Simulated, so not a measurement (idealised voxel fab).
process module | voxel plated lines
cross-section cut | 225 nm wide | cells 5 nm
A cross-section is a grid of square cells, given in bands from the top down. A band is one or more rows of cells.
Each band's line starts with the height of the band's top and of its bottom, in nm. Then come its materials from left to right, each with its width in nm. One material with "throughout" fills the band from edge to edge. "air" is empty space.
Height 0 is the level under which the wafer as received is all one material. The lowest band goes on downwards, as in "0 down".
A width such as "30 to 40" changes by the same amount from each row of cells to the next, from the band's top row to its bottom row.
"no change" after a step means that no cell of the cross-section changed.
closed voids: empty space of 8 cells or more with no open way to the top, each as width x height at its distance from the left edge, in nm
after a step's settings: what the simulator itself notes on the step
overlay nm, on a step with a mask: how far to the right of its planned place the mask lay; to the left if negative
Each pair below shows a cross-section before one step and the cross-section after it, down to the lowest band that changed. The line under each pair gives the step between them, with its settings. The pairs can come from different runs of this module on the same starting wafer, so a pair continues from the pair above only where its "before" says so.
before
  0 down: Si throughout
  closed voids: none
after
  10 to 0: SiN throughout
  below 0: unchanged
  closed voids: none
the step between: op CONFORMAL_DEP | material SiN | thk nm 10
before: the cross-section after the pair above
after
  15 to 10: TiN throughout
  below 10: unchanged
  closed voids: none
the step between: op DIRECTIONAL_DEP | material TiN | thk nm 5
before: the cross-section after the pair above
after
  55 to 15: resist 75 | air 30 | resist 15 | air 30 | resist 75
  below 15: unchanged
  closed voids: none
the step between: op PATTERN | tone open | mask id LINES | material resist | width nm 30 | pitch nm 45 | thk nm 40 | overlay nm 0
before: the cross-section after the pair above
after
  55 to 20: resist 75 | air 30 | resist 15 | air 30 | resist 75
  20 to 15: resist 75 | Ru 30 | resist 15 | Ru 30 | resist 75
  below 15: unchanged
  closed voids: none
the step between: op EPI | material Ru | thk nm 5
before: the cross-section after the pair above
after
  55 to 30: resist 75 | air 30 | resist 15 | air 30 | resist 75
  30 to 15: resist 75 | Ru 30 | resist 15 | Ru 30 | resist 75
  below 15: unchanged
  closed voids: none
the step between: op EPI | material Ru | thk nm 10
before: the cross-section after the pair above
after
  55 to 35: resist 75 | air 30 | resist 15 | air 30 | resist 75
  35 to 15: resist 75 | Ru 30 | resist 15 | Ru 30 | resist 75
  below 15: unchanged
  closed voids: none
the step between: op EPI | material Ru | thk nm 5
before: the cross-section after the pair above
after
  35 to 15: air 75 | Ru 30 | air 15 | Ru 30 | air 75
  below 15: unchanged
  closed voids: none
the step between: op STRIP | etch materials resist
before: the cross-section after the pair above
after
  35 to 15: air 75 | Ru 30 | air 15 | Ru 30 | air 75
  15 to 10: air 75 | TiN 30 | air 15 | TiN 30 | air 75
  below 10: unchanged
  closed voids: none
the step between: op DIRECTIONAL_ETCH | etch materials TiN | depth nm 5
before: the cross-section after the pair above
after
  45 to 35: air 65 | SiO2 95 | air 65
  35 to 20: air 65 | SiO2 10 | Ru 30 | SiO2 15 | Ru 30 | SiO2 10 | air 65
  20 to 15: SiO2 75 | Ru 30 | SiO2 15 | Ru 30 | SiO2 75
  15 to 10: SiO2 75 | TiN 30 | SiO2 15 | TiN 30 | SiO2 75
  below 10: unchanged
  closed voids: none
the step between: op CONFORMAL_DEP | material SiO2 | thk nm 10
before
  15 to 10: TiN throughout
  10 to 0: SiN throughout
  0 down: Si throughout
  closed voids: none
after
  20 to 15: Ru throughout
  below 15: unchanged
  closed voids: none
the step between: op EPI | material Ru | thk nm 5
before: the cross-section after the pair above
after
  30 to 15: Ru throughout
  below 15: unchanged
  closed voids: none
the step between: op EPI | material Ru | thk nm 10
before: the cross-section after the pair above
after
  35 to 15: Ru throughout
  below 15: unchanged
  closed voids: none
the step between: op EPI | material Ru | thk nm 5
before: the cross-section after the pair above
after
  45 to 35: SiO2 throughout
  below 35: unchanged
  closed voids: none
the step between: op CONFORMAL_DEP | material SiO2 | thk nm 10
before
  55 to 30: resist 75 | air 30 | resist 15 | air 30 | resist 75
  30 to 15: resist 75 | Ru 30 | resist 15 | Ru 30 | resist 75
  15 to 10: TiN throughout
  10 to 0: SiN throughout
  0 down: Si throughout
  closed voids: none
after
  55 to 40: resist 75 | air 30 | resist 15 | air 30 | resist 75
  40 to 15: resist 75 | Ru 30 | resist 15 | Ru 30 | resist 75
  below 15: unchanged
  closed voids: none
the step between: op EPI | material Ru | thk nm 10
before: the cross-section after the pair above
after
  55 to 45: resist 75 | air 30 | resist 15 | air 30 | resist 75
  45 to 15: resist 75 | Ru 30 | resist 15 | Ru 30 | resist 75
  below 15: unchanged
  closed voids: none
the step between: op EPI | material Ru | thk nm 5
before: the cross-section after the pair above
after
  45 to 15: air 75 | Ru 30 | air 15 | Ru 30 | air 75
  below 15: unchanged
  closed voids: none
the step between: op STRIP | etch materials resist
before: the cross-section after the pair above
after
  45 to 15: air 75 | Ru 30 | air 15 | Ru 30 | air 75
  15 to 10: air 75 | TiN 30 | air 15 | TiN 30 | air 75
  below 10: unchanged
  closed voids: none
the step between: op DIRECTIONAL_ETCH | etch materials TiN | depth nm 5
before: the cross-section after the pair above
after
  55 to 45: air 65 | SiO2 95 | air 65
  45 to 20: air 65 | SiO2 10 | Ru 30 | SiO2 15 | Ru 30 | SiO2 10 | air 65
  20 to 15: SiO2 75 | Ru 30 | SiO2 15 | Ru 30 | SiO2 75
  15 to 10: SiO2 75 | TiN 30 | SiO2 15 | TiN 30 | SiO2 75
  below 10: unchanged
  closed voids: none
the step between: op CONFORMAL_DEP | material SiO2 | thk nm 10
before
  55 to 30: resist 75 | air 30 | resist 15 | air 30 | resist 75
  30 to 15: resist 75 | Ru 30 | resist 15 | Ru 30 | resist 75
  15 to 10: TiN throughout
  10 to 0: SiN throughout
  0 down: Si throughout
  closed voids: none
after
  30 to 15: air 75 | Ru 30 | air 15 | Ru 30 | air 75
  below 15: unchanged
  closed voids: none
the step between: op STRIP | etch materials resist
before: the cross-section after the pair above
after
  35 to 20: air 70 | Ru 40 | air 5 | Ru 40 | air 70
  20 to 15: Ru throughout
  below 15: unchanged
  closed voids: none
the step between: op EPI | material Ru | thk nm 5
before: the cross-section after the pair above
after
  45 to 35: air 60 | SiO2 105 | air 60
  35 to 30: air 60 | SiO2 10 | Ru 40 | SiO2 5 | Ru 40 | SiO2 10 | air 60
  30 to 20: SiO2 70 | Ru 40 | SiO2 5 | Ru 40 | SiO2 70
  below 20: unchanged
  closed voids: none
the step between: op CONFORMAL_DEP | material SiO2 | thk nm 10
before
  0 down: Si throughout
  closed voids: none
after
  5 to 0: SiN throughout
  below 0: unchanged
  closed voids: none
the step between: op CONFORMAL_DEP | material SiN | thk nm 5
before: the cross-section after the pair above
after
  10 to 5: TiN throughout
  below 5: unchanged
  closed voids: none
the step between: op DIRECTIONAL_DEP | material TiN | thk nm 5
before: the cross-section after the pair above
after
  50 to 10: resist 75 | air 30 | resist 15 | air 30 | resist 75
  below 10: unchanged
  closed voids: none
the step between: op PATTERN | tone open | mask id LINES | material resist | width nm 30 | pitch nm 45 | thk nm 40 | overlay nm 0
before: the cross-section after the pair above
after
  50 to 15: resist 75 | air 30 | resist 15 | air 30 | resist 75
  15 to 10: resist 75 | Ru 30 | resist 15 | Ru 30 | resist 75
  below 10: unchanged
  closed voids: none
the step between: op EPI | material Ru | thk nm 5
before: the cross-section after the pair above
after
  50 to 25: resist 75 | air 30 | resist 15 | air 30 | resist 75
  25 to 10: resist 75 | Ru 30 | resist 15 | Ru 30 | resist 75
  below 10: unchanged
  closed voids: none
the step between: op EPI | material Ru | thk nm 10
before: the cross-section after the pair above
after
  50 to 30: resist 75 | air 30 | resist 15 | air 30 | resist 75
  30 to 10: resist 75 | Ru 30 | resist 15 | Ru 30 | resist 75
  below 10: unchanged
  closed voids: none
the step between: op EPI | material Ru | thk nm 5
before: the cross-section after the pair above
after
  30 to 10: air 75 | Ru 30 | air 15 | Ru 30 | air 75
  below 10: unchanged
  closed voids: none
the step between: op STRIP | etch materials resist
before: the cross-section after the pair above
after
  30 to 10: air 75 | Ru 30 | air 15 | Ru 30 | air 75
  10 to 5: air 75 | TiN 30 | air 15 | TiN 30 | air 75
  below 5: unchanged
  closed voids: none
the step between: op DIRECTIONAL_ETCH | etch materials TiN | depth nm 5
before: the cross-section after the pair above
after
  40 to 30: air 65 | SiO2 95 | air 65
  30 to 15: air 65 | SiO2 10 | Ru 30 | SiO2 15 | Ru 30 | SiO2 10 | air 65
  15 to 10: SiO2 75 | Ru 30 | SiO2 15 | Ru 30 | SiO2 75
  10 to 5: SiO2 75 | TiN 30 | SiO2 15 | TiN 30 | SiO2 75
  below 5: unchanged
  closed voids: none
the step between: op CONFORMAL_DEP | material SiO2 | thk nm 10
before
  15 to 10: TiN throughout
  10 to 0: SiN throughout
  0 down: Si throughout
  closed voids: none
after
  55 to 15: resist 80 | air 20 | resist 25 | air 20 | resist 80
  below 15: unchanged
  closed voids: none
the step between: op PATTERN | tone open | mask id LINES | material resist | width nm 20 | pitch nm 45 | thk nm 40 | overlay nm 0
before: the cross-section after the pair above
after
  55 to 20: resist 80 | air 20 | resist 25 | air 20 | resist 80
  20 to 15: resist 80 | Ru 20 | resist 25 | Ru 20 | resist 80
  below 15: unchanged
  closed voids: none
the step between: op EPI | material Ru | thk nm 5
before: the cross-section after the pair above
after
  55 to 30: resist 80 | air 20 | resist 25 | air 20 | resist 80
  30 to 15: resist 80 | Ru 20 | resist 25 | Ru 20 | resist 80
  below 15: unchanged
  closed voids: none
the step between: op EPI | material Ru | thk nm 10
before: the cross-section after the pair above
after
  55 to 35: resist 80 | air 20 | resist 25 | air 20 | resist 80
  35 to 15: resist 80 | Ru 20 | resist 25 | Ru 20 | resist 80
  below 15: unchanged
  closed voids: none
the step between: op EPI | material Ru | thk nm 5
before: the cross-section after the pair above
after
  35 to 15: air 80 | Ru 20 | air 25 | Ru 20 | air 80
  below 15: unchanged
  closed voids: none
the step between: op STRIP | etch materials resist
before: the cross-section after the pair above
after
  35 to 15: air 80 | Ru 20 | air 25 | Ru 20 | air 80
  15 to 10: air 80 | TiN 20 | air 25 | TiN 20 | air 80
  below 10: unchanged
  closed voids: none
the step between: op DIRECTIONAL_ETCH | etch materials TiN | depth nm 5
before: the cross-section after the pair above
after
  45 to 35: air 70 | SiO2 40 | air 5 | SiO2 40 | air 70
  35 to 20: air 70 | SiO2 10 | Ru 20 | SiO2 10 | air 5 | SiO2 10 | Ru 20 | SiO2 10 | air 70
  20 to 15: SiO2 80 | Ru 20 | SiO2 25 | Ru 20 | SiO2 80
  15 to 10: SiO2 80 | TiN 20 | SiO2 25 | TiN 20 | SiO2 80
  below 10: unchanged
  closed voids: none
the step between: op CONFORMAL_DEP | material SiO2 | thk nm 10
before
  15 to 10: TiN throughout
  10 to 0: SiN throughout
  0 down: Si throughout
  closed voids: none
after
  55 to 15: resist 80 | air 30 | resist 15 | air 30 | resist 70
  below 15: unchanged
  closed voids: none
the step between: op PATTERN | tone open | mask id LINES | material resist | width nm 30 | pitch nm 45 | thk nm 40 | overlay nm 5
before: the cross-section after the pair above
after
  55 to 20: resist 80 | air 30 | resist 15 | air 30 | resist 70
  20 to 15: resist 80 | Ru 30 | resist 15 | Ru 30 | resist 70
  below 15: unchanged
  closed voids: none
the step between: op EPI | material Ru | thk nm 5
before: the cross-section after the pair above
after
  55 to 30: resist 80 | air 30 | resist 15 | air 30 | resist 70
  30 to 15: resist 80 | Ru 30 | resist 15 | Ru 30 | resist 70
  below 15: unchanged
  closed voids: none
the step between: op EPI | material Ru | thk nm 10
before: the cross-section after the pair above
after
  55 to 35: resist 80 | air 30 | resist 15 | air 30 | resist 70
  35 to 15: resist 80 | Ru 30 | resist 15 | Ru 30 | resist 70
  below 15: unchanged
  closed voids: none
the step between: op EPI | material Ru | thk nm 5
before: the cross-section after the pair above
after
  35 to 15: air 80 | Ru 30 | air 15 | Ru 30 | air 70
  below 15: unchanged
  closed voids: none
the step between: op STRIP | etch materials resist
before: the cross-section after the pair above
after
  35 to 15: air 80 | Ru 30 | air 15 | Ru 30 | air 70
  15 to 10: air 80 | TiN 30 | air 15 | TiN 30 | air 70
  below 10: unchanged
  closed voids: none
the step between: op DIRECTIONAL_ETCH | etch materials TiN | depth nm 5
before: the cross-section after the pair above
after
  45 to 35: air 70 | SiO2 95 | air 60
  35 to 20: air 70 | SiO2 10 | Ru 30 | SiO2 15 | Ru 30 | SiO2 10 | air 60
  20 to 15: SiO2 80 | Ru 30 | SiO2 15 | Ru 30 | SiO2 70
  15 to 10: SiO2 80 | TiN 30 | SiO2 15 | TiN 30 | SiO2 70
  below 10: unchanged
  closed voids: none
the step between: op CONFORMAL_DEP | material SiO2 | thk nm 10
before
  10 to 0: SiN throughout
  0 down: Si throughout
  closed voids: none
after
  15 to 10: SiO2 throughout
  below 10: unchanged
  closed voids: none
the step between: op DIRECTIONAL_DEP | material SiO2 | thk nm 5
before: the cross-section after the pair above
after
  55 to 15: resist 75 | air 30 | resist 15 | air 30 | resist 75
  below 15: unchanged
  closed voids: none
the step between: op PATTERN | tone open | mask id LINES | material resist | width nm 30 | pitch nm 45 | thk nm 40 | overlay nm 0
before: the cross-section after the pair above
after
  15 to 10: SiO2 throughout
  below 10: unchanged
  closed voids: none
the step between: op STRIP | etch materials resist
before: the cross-section after the pair above
after
  25 to 10: SiO2 throughout
  below 10: unchanged
  closed voids: none
the step between: op CONFORMAL_DEP | material SiO2 | thk nm 10
before
  15 to 10: TiN throughout
  10 to 0: SiN throughout
  0 down: Si throughout
  closed voids: none
after
  55 to 15: air 75 | resist 30 | air 15 | resist 30 | air 75
  below 15: unchanged
  closed voids: none
the step between: op PATTERN | tone cover | mask id LINES | material resist | width nm 30 | pitch nm 45 | thk nm 40 | overlay nm 0
before: the cross-section after the pair above
after
  55 to 20: air 75 | resist 30 | air 15 | resist 30 | air 75
  20 to 15: Ru 75 | resist 30 | Ru 15 | resist 30 | Ru 75
  below 15: unchanged
  closed voids: none
the step between: op EPI | material Ru | thk nm 5
before: the cross-section after the pair above
after
  55 to 30: air 75 | resist 30 | air 15 | resist 30 | air 75
  30 to 15: Ru 75 | resist 30 | Ru 15 | resist 30 | Ru 75
  below 15: unchanged
  closed voids: none
the step between: op EPI | material Ru | thk nm 10
before: the cross-section after the pair above
after
  55 to 35: air 75 | resist 30 | air 15 | resist 30 | air 75
  35 to 15: Ru 75 | resist 30 | Ru 15 | resist 30 | Ru 75
  below 15: unchanged
  closed voids: none
the step between: op EPI | material Ru | thk nm 5
before: the cross-section after the pair above
after
  35 to 15: Ru 75 | air 30 | Ru 15 | air 30 | Ru 75
  below 15: unchanged
  closed voids: none
the step between: op STRIP | etch materials resist
before: the cross-section after the pair above
after
  35 to 15: Ru 75 | air 30 | Ru 15 | air 30 | Ru 75
  15 to 10: TiN 75 | air 30 | TiN 15 | air 30 | TiN 75
  below 10: unchanged
  closed voids: none
the step between: op DIRECTIONAL_ETCH | etch materials TiN | depth nm 5
before: the cross-section after the pair above
after
  45 to 35: SiO2 85 | air 10 | SiO2 35 | air 10 | SiO2 85
  35 to 20: Ru 75 | SiO2 10 | air 10 | SiO2 10 | Ru 15 | SiO2 10 | air 10 | SiO2 10 | Ru 75
  20 to 15: Ru 75 | SiO2 30 | Ru 15 | SiO2 30 | Ru 75
  15 to 10: TiN 75 | SiO2 30 | TiN 15 | SiO2 30 | TiN 75
  below 10: unchanged
  closed voids: none
the step between: op CONFORMAL_DEP | material SiO2 | thk nm 10
